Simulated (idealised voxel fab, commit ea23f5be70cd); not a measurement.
Presented below is a process module, voxel air gaps.
250 nm wide, 5 nm square cells: that's cross-section cut.
We lay out every cross-section as a grid of square cells and spell it out in bands from the top down, where one band means one or more rows of cells. In this notation a band is specified by the heights of its top and bottom, in that order and in nm, after which its materials appear from left to right, each paired with its width in nm. The word "full width" attached to a single material means that material fills the band from edge to edge; the word "blank" stands for empty space. Basically, 0 is our baseline, since under it the wafer straight out of the box is all one material. The bottom band has no lower end and keeps on going down, so it looks like "0..down". Per-row width for "30->40": begins at first number (top row of band), ends at second number (bottom row), increment between rows held constant. When a step is marked "no change occurred", none of the cells in the cross-section changed during that step. Empty spaces counting at least 8 cells and having no open way to the top are listed in "Enclosed void inventory". The notation width x height at distance is used for each, the distance being from the left edge and all three values in nm. If you see something after the settings on a step's line, that's the simulator's own remark about that step. overlay nm: for a step with a mask, the amount by which the mask lay right of where it was planned; a negative amount means left of it.
Listed below are the process steps as planned:
1,RECEIVE: material Si
2,CONFORMAL_DEP: material SiO2, thk nm 15
3,CONFORMAL_DEP: material SiN, thk nm 5
4,DIRECTIONAL_DEP: material SiO2, thk nm 35
5,MASKED_ETCH: tone open, mask id LINES, width nm 25, pitch nm 55, etch materials SiO2, depth nm 35, overlay nm 0
6,CONFORMAL_DEP: material TiN, thk nm 5
7,FILL_DEP: material Cu, thk nm 5
8,CMP: height nm 55
9,EPI: material Ru, thk nm 10
10,SELECTIVE_ETCH: etch materials SiO2, depth nm 45
11,CONFORMAL_DEP: material SiCN, thk nm 5
Incoming wafer in cross-section (state: after step 1):
- 0..down | Si full width
- Enclosed void inventory: none
Final cross-section, module run with one mistake (start and plan as above):
- 70..65 | SiCN full width
- 65..55 | 65 Ru | 5 SiCN | 50 Ru | 5 SiCN | 50 Ru | 5 SiCN | 70 Ru
- 55..50 | 50 Cu | 5 TiN | 25 SiCN | 5 TiN | 20 Cu | 5 TiN | 25 SiCN | 5 TiN | 20 Cu | 5 TiN | 25 SiCN | 5 TiN | 55 Cu
- 50..25 | 50 Cu | 5 TiN | 5 SiCN | 15 blank | 5 SiCN | 5 TiN | 20 Cu | 5 TiN | 5 SiCN | 15 blank | 5 SiCN | 5 TiN | 20 Cu | 5 TiN | 5 SiCN | 15 blank | 5 SiCN | 5 TiN | 55 Cu
- 25..20 | 55 TiN | 25 SiCN | 30 TiN | 25 SiCN | 30 TiN | 25 SiCN | 60 TiN
- 20..15 | SiN full width
- 15..0 | SiO2 full width
- 0..down | Si full width
- Enclosed void inventory: 15 x 25 at 60; 15 x 25 at 115; 15 x 25 at 170
Processing error: off-plan run, step 5, actual operation and settings MASKED_ETCH: tone cover, mask id LINES, width nm 25, pitch nm 55, etch materials SiO2, depth nm 35, overlay nm 0
